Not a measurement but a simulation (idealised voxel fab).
This section sets out a process module, namely voxel fin reveal.
Cross-section cut spans 270 nm and uses square cells 5 nm in size.
For the purposes of this document, a cross-section shall be understood as a grid of square cells, specified as bands listed in top-to-bottom order, each band consisting of one or more rows of cells. In this notation a band is specified by the heights of its top and bottom, in that order and in nm, after which its materials appear from left to right, each paired with its width in nm. The word "everywhere" attached to a single material means that material fills the band from edge to edge; the word "blank" stands for empty space. Height 0 is the level under which the wafer as received is all one material. The lowest band goes on downwards, as in "from 0 down". Width: "30->40" (first number = top row, second number = bottom row, same change from row to row of cells). A step reported as "nothing was modified" is a step in which no cell of the cross-section changed. If an empty space has no open way to the top and is at least 8 cells in size, "Completely sealed voids" lists it, written width x height at distance, where distance is measured from the left edge and every value is in nm. That trailing text on a step's line, after the settings, is the simulator's own remark on the step. "overlay nm" answers the question of how far to the right of plan the mask lay on a step that has a mask, and when it is negative the answer is to the left.
### Process steps (planned)
step 1: op RECEIVE | material Si
step 2: op CONFORMAL_DEP | material SiN | thk nm 5
step 3: op PATTERN | tone cover | mask id FINS | material resist | width nm 15 | pitch nm 45 | thk nm 20 | overlay nm -15
step 4: op DIRECTIONAL_ETCH | etch materials SiN | depth nm 5
step 5: op DIRECTIONAL_ETCH | etch materials Si | depth nm 30
step 6: op STRIP | etch materials resist
step 7: op FILL_DEP | material SiO2 | thk nm 15
step 8: op CMP | height nm 5
step 9: op SELECTIVE_ETCH | etch materials SiO2 | depth nm 15
step 10: op STRIP | etch materials SiN
step 11: op CONFORMAL_DEP | material HfO2 | thk nm 5
Among the wafers covered here, the point of difference is the overlay nm at step 3; their starting state is shared, and the plan presents the value of the first wafer.
### The first of several wafers in cross-section, exactly as it reached us after step 1
	from 0 down: Si everywhere
	Completely sealed voids: none
### Take a look at the first of several wafers in cross-section: the module is done, and step 11 was its last step
	from 5 to 0: blank=60; HfO2=25; blank=20; HfO2=25; blank=20; HfO2=25; blank=95
	from 0 to -5: blank=60; HfO2=5; Si=15; HfO2=5; blank=20; HfO2=5; Si=15; HfO2=5; blank=20; HfO2=5; Si=15; HfO2=5; blank=95
	from -5 to -10: HfO2=65; Si=15; HfO2=30; Si=15; HfO2=30; Si=15; HfO2=100
	from -10 to -30: SiO2=65; Si=15; SiO2=30; Si=15; SiO2=30; Si=15; SiO2=100
	from -30 down: Si everywhere
	Completely sealed voids: none
### Final wafer of several, shown in cross-section at the end of the module
	from 5 to 0: blank=90; HfO2=25; blank=20; HfO2=25; blank=20; HfO2=25; blank=65
	from 0 to -5: blank=90; HfO2=5; Si=15; HfO2=5; blank=20; HfO2=5; Si=15; HfO2=5; blank=20; HfO2=5; Si=15; HfO2=5; blank=65
	from -5 to -10: HfO2=95; Si=15; HfO2=30; Si=15; HfO2=30; Si=15; HfO2=70
	from -10 to -30: SiO2=95; Si=15; SiO2=30; Si=15; SiO2=30; Si=15; SiO2=70
	from -30 down: Si everywhere
	Completely sealed voids: none
### Tabulated below, wafer by wafer, are the end-of-module results: for each material, the number of cells gained (+) or lost (-) relative to the as-received state, followed by the closed voids
overlay nm -15 | +66 HfO2 | -270 Si | +180 SiO2 | Completely sealed voids: none
overlay nm -10 | +66 HfO2 | -270 Si | +180 SiO2 | Completely sealed voids: none
overlay nm -5 | +66 HfO2 | -270 Si | +180 SiO2 | Completely sealed voids: none
overlay nm 0 | +66 HfO2 | -270 Si | +180 SiO2 | Completely sealed voids: none
overlay nm 5 | +66 HfO2 | -270 Si | +180 SiO2 | Completely sealed voids: none
overlay nm 10 | +66 HfO2 | -270 Si | +180 SiO2 | Completely sealed voids: none
overlay nm 15 | +66 HfO2 | -270 Si | +180 SiO2 | Completely sealed voids: none
